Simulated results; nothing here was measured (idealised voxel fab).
This section sets out a process module, namely voxel wiring stack.
We display cut, a cross-section 160 nm in width whose square cells are each 5 nm.
Cross-section, as written here: a square-cell grid given band by band from the top down, where a band holds one or more rows of cells. Per band: top height and bottom height in nm, followed by the left-to-right materials and their widths in nm; "everywhere" marks a single material spanning edge to edge, "empty" marks empty space. Height is counted from the level 0, under which the received wafer is composed throughout of one material. The lowest of the bands is not closed at the bottom but continues downward, in the notation "0..down". Quick explanation for "30 to 40": the width changes in equal steps down the rows of cells, from the first number in the band's top row to the second number in its bottom row. It should be understood that the words "nothing altered", when stated for a given step, signify that the cross-section underwent no change in any of its cells during that step. What "Unvented voids" gives you is every empty space of 8 cells or more that is cut off from the top. Each appears as width x height at distance, with the distance taken from the left edge and width, height and distance all in nm. If you see something after the settings on a step's line, that's the simulator's own remark about that step. Each step line may optionally specify "overlay nm", which for a step with a mask gives the rightward distance between the mask's planned place and where it lay, a negative value indicating the leftward direction.
The planned process steps are enumerated hereunder
step 1: RECEIVE with material Si
step 2: CONFORMAL_DEP with material SiO2, thk nm 10
step 3: DIRECTIONAL_DEP with material TiN, thk nm 5
step 4: DIRECTIONAL_DEP with material Ru, thk nm 25
step 5: MASKED_ETCH with tone cover, mask id METAL_1, width nm 25, pitch nm 50, etch materials Ru, depth nm 25, overlay nm 0
step 6: MASKED_ETCH with tone cover, mask id METAL_1, width nm 25, pitch nm 50, etch materials TiN, depth nm 5, overlay nm 0
step 7: CONFORMAL_DEP with material SiN, thk nm 5
step 8: FILL_DEP with material lowk, thk nm 5
step 9: CMP with height nm 40
step 10: CONFORMAL_DEP with material SiCN, thk nm 5
step 11: DIRECTIONAL_DEP with material SiO2, thk nm 35
step 12: DIRECTIONAL_DEP with material aC, thk nm 10
step 13: PATTERN with tone open, mask id METAL_2_HOLES, material resist, width nm 15, pitch nm 100, thk nm 30, overlay nm 0
step 14: DIRECTIONAL_ETCH with etch materials aC, depth nm 10
step 15: STRIP with etch materials resist
step 16: DIRECTIONAL_ETCH with etch materials SiO2, depth nm 35
step 17: STRIP with etch materials aC
step 18: PATTERN with tone open, mask id METAL_2, material resist, width nm 25, pitch nm 50, thk nm 15, overlay nm 0
step 19: DIRECTIONAL_ETCH with etch materials SiO2, depth nm 20
step 20: DIRECTIONAL_ETCH with etch materials SiCN, depth nm 5
step 21: STRIP with etch materials resist
step 22: CONFORMAL_DEP with material TiN, thk nm 5
step 23: FILL_DEP with material Cu, thk nm 10
step 24: CMP with height nm 80
step 25: CONFORMAL_DEP with material SiCN, thk nm 5
step 26: DIRECTIONAL_DEP with material SiO2, thk nm 30
step 27: MASKED_ETCH with tone open, mask id METAL_3, width nm 25, pitch nm 50, etch materials SiO2, depth nm 15, overlay nm 0
step 28: DIRECTIONAL_DEP with material aC, thk nm 10
step 29: PATTERN with tone open, mask id METAL_3_HOLES, material resist, width nm 15, pitch nm 100, thk nm 30, overlay nm 0
step 30: DIRECTIONAL_ETCH with etch materials aC, depth nm 10
step 31: STRIP with etch materials resist
step 32: DIRECTIONAL_ETCH with etch materials SiO2, depth nm 15
step 33: DIRECTIONAL_ETCH with etch materials SiCN, depth nm 5
step 34: STRIP with etch materials aC
step 35: CONFORMAL_DEP with material TiN, thk nm 5
step 36: FILL_DEP with material Ru, thk nm 5
step 37: CMP with height nm 115
step 38: CONFORMAL_DEP with material SiCN, thk nm 5
step 39: DIRECTIONAL_DEP with material lowk, thk nm 25
step 40: DIRECTIONAL_DEP with material aC, thk nm 15
step 41: PATTERN with tone open, mask id METAL_4_HOLES, material resist, width nm 15, pitch nm 100, thk nm 30, overlay nm 0
step 42: DIRECTIONAL_ETCH with etch materials aC, depth nm 15
step 43: STRIP with etch materials resist
step 44: DIRECTIONAL_ETCH with etch materials lowk, depth nm 25
step 45: STRIP with etch materials aC
step 46: DIRECTIONAL_DEP with material aC, thk nm 15
step 47: PATTERN with tone open, mask id METAL_4, material resist, width nm 25, pitch nm 50, thk nm 30, overlay nm 0
step 48: DIRECTIONAL_ETCH with etch materials aC, depth nm 15
step 49: STRIP with etch materials resist
step 50: DIRECTIONAL_ETCH with etch materials lowk, depth nm 15
step 51: DIRECTIONAL_ETCH with etch materials SiCN, depth nm 5
step 52: STRIP with etch materials aC
step 53: CONFORMAL_DEP with material TiN, thk nm 5
step 54: FILL_DEP with material Ru, thk nm 10
step 55: CMP with height nm 145
step 56: CONFORMAL_DEP with material SiN, thk nm 5
Cross-sectional view of the wafer in its as-received condition, corresponding to the state after step 1
- 0..down  Si everywhere
- Unvented voids: none
The plan above was carried out on the starting structure above with one mistake, and this cross-section shows the wafer at the end of the module
- 150..145  SiN everywhere
- 145..135  lowk 15, then TiN 5, then aC 15, then TiN 5, then lowk 25, then TiN 5, then aC 15, then TiN 5, then lowk 25, then TiN 5, then aC 15, then TiN 5, then lowk 20
- 135..130  lowk 15, then TiN 5, then aC 5, then TiN 15, then lowk 25, then TiN 25, then lowk 25, then TiN 5, then aC 5, then TiN 15, then lowk 20
- 130..120  lowk 15, then TiN 5, then aC 5, then TiN 5, then lowk 85, then TiN 5, then aC 5, then TiN 5, then lowk 30
- 120..115  SiCN 15, then TiN 15, then SiCN 85, then TiN 15, then SiCN 30
- 115..105  SiO2 15, then TiN 5, then Ru 15, then TiN 5, then SiO2 25, then TiN 5, then Ru 15, then TiN 5, then SiO2 25, then TiN 5, then Ru 15, then TiN 5, then SiO2 20
- 105..100  SiO2 15, then TiN 5, then Ru 5, then TiN 15, then SiO2 25, then TiN 25, then SiO2 25, then TiN 5, then Ru 5, then TiN 15, then SiO2 20
- 100..85  SiO2 15, then TiN 5, then Ru 5, then TiN 5, then SiO2 85, then TiN 5, then Ru 5, then TiN 5, then SiO2 30
- 85..80  SiCN 15, then TiN 15, then SiCN 85, then TiN 15, then SiCN 30
- 80..65  SiO2 15, then TiN 5, then Cu 15, then TiN 5, then SiO2 25, then TiN 5, then Cu 15, then TiN 5, then SiO2 25, then TiN 5, then Cu 15, then TiN 5, then SiO2 20
- 65..60  SiO2 15, then TiN 5, then Cu 5, then TiN 15, then SiO2 25, then TiN 25, then SiO2 25, then TiN 5, then Cu 5, then TiN 15, then SiO2 20
- 60..45  SiO2 15, then TiN 5, then Cu 5, then TiN 5, then SiO2 85, then TiN 5, then Cu 5, then TiN 5, then SiO2 30
- 45..40  SiCN 15, then TiN 15, then SiCN 85, then TiN 15, then SiCN 30
- 40..15  lowk 10, then SiN 5, then Ru 25, then SiN 5, then lowk 15, then SiN 5, then Ru 25, then SiN 5, then lowk 15, then SiN 5, then Ru 25, then SiN 5, then lowk 15
- 15..10  SiN 15, then TiN 25, then SiN 25, then TiN 25, then SiN 25, then TiN 25, then SiN 20
- 10..0  SiO2 everywhere
- 0..down  Si everywhere
- Unvented voids: none
So what did we get wrong on this run? it should be noted that step 54 was executed with settings other than those planned, the operation and settings actually applied being FILL_DEP with material aC, thk nm 10
